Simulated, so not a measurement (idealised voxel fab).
process module | voxel wiring stack
cross-section cut | 225 nm wide | cells 5 nm
A cross-section is a grid of square cells, given in bands from the top down. A band is one or more rows of cells.
Each band's line starts with the height of the band's top and of its bottom, in nm. Then come its materials from left to right, each with its width in nm. One material with "throughout" fills the band from edge to edge. "air" is empty space.
Height 0 is the level under which the wafer as received is all one material. The lowest band goes on downwards, as in "0 down".
A width such as "30 to 40" changes by the same amount from each row of cells to the next, from the band's top row to its bottom row.
"no change" after a step means that no cell of the cross-section changed.
closed voids: empty space of 8 cells or more with no open way to the top, each as width x height at its distance from the left edge, in nm
after a step's settings: what the simulator itself notes on the step
overlay nm, on a step with a mask: how far to the right of its planned place the mask lay; to the left if negative
plan
1 op RECEIVE | material Si
2 op CONFORMAL_DEP | material SiO2 | thk nm 10
3 op DIRECTIONAL_DEP | material TiN | thk nm 5
4 op DIRECTIONAL_DEP | material Ru | thk nm 15
5 op PATTERN | tone cover | mask id METAL_1 | material resist | width nm 25 | pitch nm 45 | thk nm 20 | overlay nm 0
6 op DIRECTIONAL_ETCH | etch materials Ru | depth nm 15
7 op DIRECTIONAL_ETCH | etch materials TiN | depth nm 5
8 op STRIP | etch materials resist
9 op FILL_DEP | material lowk | thk nm 5
10 op CMP | height nm 30
11 op CONFORMAL_DEP | material SiCN | thk nm 5
12 op DIRECTIONAL_DEP | material lowk | thk nm 30
13 op MASKED_ETCH | tone open | mask id METAL_2_HOLES | width nm 15 | pitch nm 45 | etch materials lowk | depth nm 30 | overlay nm 0
14 op MASKED_ETCH | tone open | mask id METAL_2 | width nm 25 | pitch nm 45 | etch materials lowk | depth nm 20 | overlay nm 0
15 op MASKED_ETCH | tone open | mask id METAL_2 | width nm 25 | pitch nm 45 | etch materials SiCN | depth nm 5 | overlay nm 0
16 op CONFORMAL_DEP | material TiN | thk nm 5
17 op FILL_DEP | material Cu | thk nm 5
18 op CMP | height nm 65
19 op CONFORMAL_DEP | material SiN | thk nm 5
as received, after step 1
  0 down: Si throughout
  closed voids: none
a wafer at the end: this start, this plan, one mistake
  70 to 65: SiN throughout
  65 to 50: lowk 55 | TiN 5 | Cu 15 | TiN 5 | lowk 20 | TiN 5 | Cu 15 | TiN 5 | lowk 20 | TiN 5 | Cu 15 | TiN 5 | lowk 55
  50 to 45: lowk 55 | TiN 5 | Cu 5 | TiN 15 | lowk 20 | TiN 5 | Cu 5 | TiN 15 | lowk 20 | TiN 5 | Cu 5 | TiN 15 | lowk 55
  45 to 35: lowk 55 | TiN 5 | Cu 5 | TiN 5 | lowk 30 | TiN 5 | Cu 5 | TiN 5 | lowk 30 | TiN 5 | Cu 5 | TiN 5 | lowk 65
  35 to 30: SiCN 55 | TiN 15 | SiCN 30 | TiN 15 | SiCN 30 | TiN 15 | SiCN 65
  30 to 15: lowk 45 | Ru 25 | lowk 20 | Ru 25 | lowk 20 | Ru 25 | lowk 65
  15 to 10: lowk 45 | TiN 25 | lowk 20 | TiN 25 | lowk 20 | TiN 25 | lowk 65
  10 to 0: SiO2 throughout
  0 down: Si throughout
  closed voids: none
what went wrong: step 5 ran as: op PATTERN | tone cover | mask id METAL_1 | material resist | width nm 25 | pitch nm 45 | thk nm 20 | overlay nm -10
